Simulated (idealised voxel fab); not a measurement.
Proc. module: voxel self aligned vias
The figure presents cross-section cut, which has a width of 250 nm and is divided into square cells with an edge length of 5 nm.
A cross-section is a grid of square cells, given in bands from the top down. A band is one or more rows of cells. Basically the band line says how high the top is and how high the bottom is, in nm, and then what's in it from left to right, every material with its width in nm. Empty space shows up as "empty", and if a single material carries "edge to edge" it runs the full band edge to edge. Heights are expressed relative to 0, this being the level below which the as-received wafer comprises one material exclusively. The lowest band is unbounded in the downward direction and is denoted as in "top 0, no bottom". Graded width ("30..40"): value in top row of band = first number; value in bottom row = second number; row-to-row change constant. For the purposes of this document, the phrase "changes: none" attached to a step denotes that no cell within the cross-section was modified by that step. The entry "Cavities, closed" lists the empty spaces that cover at least 8 cells and have no open path to the top. Each is written as width x height at distance, where the distance is measured from the left edge and all three values are in nm. Heads up: the bit after the settings on a step's line is the simulator's remark on that step. The setting "overlay nm" may be written on the line of a step. When the step uses a mask, the value reports how far to the right of the planned place the mask lay, and a negative value reports that it lay to the left.

The planned process steps are enumerated hereunder:
| 1 | RECEIVE with material Si |
| 2 | CONFORMAL_DEP with material SiO2, thk nm 15 |
| 3 | CONFORMAL_DEP with material SiCN, thk nm 5 |
| 4 | DIRECTIONAL_DEP with material lowk, thk nm 25 |
| 5 | PATTERN with tone open, mask id LINES, material resist, width nm 20, pitch nm 55, thk nm 20, overlay nm 0 |
| 6 | DIRECTIONAL_ETCH with etch materials lowk, depth nm 25 |
| 7 | STRIP with etch materials resist |
| 8 | CONFORMAL_DEP with material TiN, thk nm 5 |
| 9 | FILL_DEP with material W, thk nm 5 |
| 10 | CMP with height nm 45 |
| 11 | SELECTIVE_ETCH with etch materials W Ru TiN, depth nm 5 |
| 12 | FILL_DEP with material SiN, thk nm 10 |
| 13 | CMP with height nm 45 |
| 14 | DIRECTIONAL_DEP with material lowk, thk nm 20 |
| 15 | DIRECTIONAL_DEP with material aC, thk nm 10 |
| 16 | PATTERN with tone open, mask id VIAS, material resist, width nm 40, pitch nm 55, thk nm 25, overlay nm 0 |
| 17 | DIRECTIONAL_ETCH with etch materials aC, depth nm 10 |
| 18 | STRIP with etch materials resist |
| 19 | DIRECTIONAL_ETCH with etch materials lowk, depth nm 20 |
| 20 | DIRECTIONAL_ETCH with etch materials SiN, depth nm 5 |
| 21 | STRIP with etch materials aC |
| 22 | CONFORMAL_DEP with material TiN, thk nm 5 |
| 23 | FILL_DEP with material Ru, thk nm 10 |
| 24 | CMP with height nm 65 |
| 25 | CONFORMAL_DEP with material SiCN, thk nm 5 |

Incoming wafer in cross-section (state: after step 1):
- top 0, no bottom = Si edge to edge
- Cavities, closed: none

Module complete, cross-section. Starting point and plan per above. One mistake made in running the module:
- top 70, bottom 65 = SiCN edge to edge
- top 65, bottom 50 = lowk=50  TiN=5  aC=30  TiN=5  lowk=15  TiN=5  aC=30  TiN=5  lowk=15  TiN=5  aC=30  TiN=5  lowk=50
- top 50, bottom 45 = lowk=50  TiN=15  aC=10  TiN=15  lowk=15  TiN=15  aC=10  TiN=15  lowk=15  TiN=15  aC=10  TiN=15  lowk=50
- top 45, bottom 40 = lowk=60  TiN=20  lowk=35  TiN=20  lowk=35  TiN=20  lowk=60
- top 40, bottom 25 = lowk=60  TiN=5  W=10  TiN=5  lowk=35  TiN=5  W=10  TiN=5  lowk=35  TiN=5  W=10  TiN=5  lowk=60
- top 25, bottom 20 = lowk=60  TiN=20  lowk=35  TiN=20  lowk=35  TiN=20  lowk=60
- top 20, bottom 15 = SiCN edge to edge
- top 15, bottom 0 = SiO2 edge to edge
- top 0, no bottom = Si edge to edge
- Cavities, closed: none
Deviation from plan: planned and actual differ for step 23; actual: FILL_DEP with material aC, thk nm 10
